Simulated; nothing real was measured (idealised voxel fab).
process module | voxel lift off
cross-section cut | 165 nm wide | cells 5 nm
A cross-section is a grid of square cells, given in bands from the top down. A band is one or more rows of cells.
Each band's line starts with the height of the band's top and of its bottom, in nm. Then come its materials from left to right, each with its width in nm. One material with "throughout" fills the band from edge to edge. "air" is empty space.
Height 0 is the level under which the wafer as received is all one material. The lowest band goes on downwards, as in "0 down".
A width such as "30 to 40" changes by the same amount from each row of cells to the next, from the band's top row to its bottom row.
"no change" after a step means that no cell of the cross-section changed.
closed voids: empty space of 8 cells or more with no open way to the top, each as width x height at its distance from the left edge, in nm
after a step's settings: what the simulator itself notes on the step
overlay nm, on a step with a mask: how far to the right of its planned place the mask lay; to the left if negative
plan
1 op RECEIVE | material Si
2 op CONFORMAL_DEP | material SiO2 | thk nm 15
3 op PATTERN | tone open | mask id LINES | material resist | width nm 30 | pitch nm 45 | thk nm 25 | overlay nm 0
4 op DIRECTIONAL_DEP | material Ru | thk nm 10
5 op STRIP | etch materials resist
6 op CONFORMAL_DEP | material SiO2 | thk nm 10
first wafer, as planned
as received, after step 1
  0 down: Si throughout
  closed voids: none
after step 2
  15 to 0: SiO2 throughout
  below 0: unchanged
after step 3
  40 to 15: resist 20 | air 30 | resist 15 | air 30 | resist 15 | air 30 | resist 25
  below 15: unchanged
after step 4
  50 to 40: Ru 20 | air 30 | Ru 15 | air 30 | Ru 15 | air 30 | Ru 25
  40 to 25: resist 20 | air 30 | resist 15 | air 30 | resist 15 | air 30 | resist 25
  25 to 15: resist 20 | Ru 30 | resist 15 | Ru 30 | resist 15 | Ru 30 | resist 25
  below 15: unchanged
after step 5
  25 to 15: air 20 | Ru 30 | air 15 | Ru 30 | air 15 | Ru 30 | air 25
  below 15: unchanged
after step 6
  35 to 25: air 10 | SiO2 140 | air 15
  25 to 15: SiO2 20 | Ru 30 | SiO2 15 | Ru 30 | SiO2 15 | Ru 30 | SiO2 25
  below 15: unchanged
second wafer: like start, like plan, one mistake. Through step 3 it matches the first wafer
when step 4 should have ended
  50 to 40: SiO2 20 | air 30 | SiO2 15 | air 30 | SiO2 15 | air 30 | SiO2 25
  40 to 25: resist 20 | air 30 | resist 15 | air 30 | resist 15 | air 30 | resist 25
  25 to 15: resist 20 | SiO2 30 | resist 15 | SiO2 30 | resist 15 | SiO2 30 | resist 25
  below 15: unchanged
when step 5 should have ended
  25 to 15: air 20 | SiO2 30 | air 15 | SiO2 30 | air 15 | SiO2 30 | air 25
  below 15: unchanged
when step 6 should have ended
  35 to 25: air 10 | SiO2 140 | air 15
  25 to 0: SiO2 throughout
  below 0: unchanged
what went wrong: step 4 ran as: op DIRECTIONAL_DEP | material SiO2 | thk nm 10
at the end the second wafer has, in cells: 36 fewer of Ru | 36 more of SiO2
